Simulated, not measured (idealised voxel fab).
The name of this process module is voxel plated lines.
The cross-section shown here is cut; it is 200 nm wide and divided into square cells measuring 5 nm on a side.
We lay out every cross-section as a grid of square cells and spell it out in bands from the top down, where one band means one or more rows of cells.
What a band's entry tells you: where the top is and where the bottom is, as heights in nm, and after that what lies inside, material by material from left to right, each with its width in nm. Empty space is written as the word "empty", and a single material marked with the word "everywhere" occupies the band from edge to edge.
Heights are expressed relative to 0, this being the level below which the as-received wafer comprises one material exclusively. The lowest band is unbounded in the downward direction and is denoted as in "top 0, no bottom".
The two numbers in a width such as "30->40" mark its ends across the band: the first belongs to the top row of cells, the second to the bottom row, and from each row to the next the width moves by the same amount.
It should be understood that the words "remained unchanged", when stated for a given step, signify that the cross-section underwent no change in any of its cells during that step.
"Closed void listing" contains a list of empty spaces, each no smaller than 8 cells and without an open way to the top, written in the form width x height at distance with the distance from the left edge and all three in nm.
Read whatever lies past the settings on a step's line as the simulator's own remark about the step.
overlay nm: how far to the right of its planned place the mask lay on this masked step (negative: to the left).
[Listed below are the process steps as planned]
- 1: RECEIVE [material Si]
- 2: CONFORMAL_DEP [material SiN] [thk nm 5]
- 3: DIRECTIONAL_DEP [material TiN] [thk nm 5]
- 4: PATTERN [tone open] [mask id LINES] [material resist] [width nm 15] [pitch nm 45] [thk nm 35] [overlay nm 0]
- 5: EPI [material Ru] [thk nm 5]
- 6: EPI [material Ru] [thk nm 5]
- 7: EPI [material Ru] [thk nm 10]
- 8: STRIP [etch materials resist]
- 9: DIRECTIONAL_ETCH [etch materials TiN] [depth nm 5]
- 10: CONFORMAL_DEP [material SiO2] [thk nm 10]
Quick note for whoever runs this: the wafers start identical, but the width nm at step 4 isn't the same across them. The plan just shows what the first wafer had.
[Sectional view: first of several wafers, as received, after step 1]
    top 0, no bottom | Si everywhere
    Closed void listing: none
[End of the module, past its last step, step 10: how the first of several wafers looks in cross-section]
    top 40, bottom 30 | empty (35) | SiO2 (35) | empty (10) | SiO2 (35) | empty (10) | SiO2 (35) | empty (40)
    top 30, bottom 15 | empty (35) | SiO2 (10) | Ru (15) | SiO2 (10) | empty (10) | SiO2 (10) | Ru (15) | SiO2 (10) | empty (10) | SiO2 (10) | Ru (15) | SiO2 (10) | empty (40)
    top 15, bottom 10 | SiO2 (45) | Ru (15) | SiO2 (30) | Ru (15) | SiO2 (30) | Ru (15) | SiO2 (50)
    top 10, bottom 5 | SiO2 (45) | TiN (15) | SiO2 (30) | TiN (15) | SiO2 (30) | TiN (15) | SiO2 (50)
    top 5, bottom 0 | SiN everywhere
    top 0, no bottom | Si everywhere
    Closed void listing: none
[Cross-section at module completion, last wafer]
    top 40, bottom 30 | empty (30) | SiO2 (140) | empty (30)
    top 30, bottom 15 | empty (30) | SiO2 (10) | Ru (30) | SiO2 (15) | Ru (30) | SiO2 (15) | Ru (30) | SiO2 (10) | empty (30)
    top 15, bottom 10 | SiO2 (40) | Ru (30) | SiO2 (15) | Ru (30) | SiO2 (15) | Ru (30) | SiO2 (40)
    top 10, bottom 5 | SiO2 (40) | TiN (30) | SiO2 (15) | TiN (30) | SiO2 (15) | TiN (30) | SiO2 (40)
    top 5, bottom 0 | SiN everywhere
    top 0, no bottom | Si everywhere
    Closed void listing: none
[Tabulated below, wafer by wafer, are the end-of-module results: for each material, the number of cells gained (+) or lost (-) relative to the as-received state, followed by the closed voids]
width nm 15 | +36 Ru | +40 SiN | +140 SiO2 | +9 TiN | Closed void listing: none
width nm 20 | +48 Ru | +40 SiN | +140 SiO2 | +12 TiN | Closed void listing: none
width nm 25 | +60 Ru | +40 SiN | +140 SiO2 | +15 TiN | Closed void listing: none
width nm 30 | +72 Ru | +40 SiN | +130 SiO2 | +18 TiN | Closed void listing: none
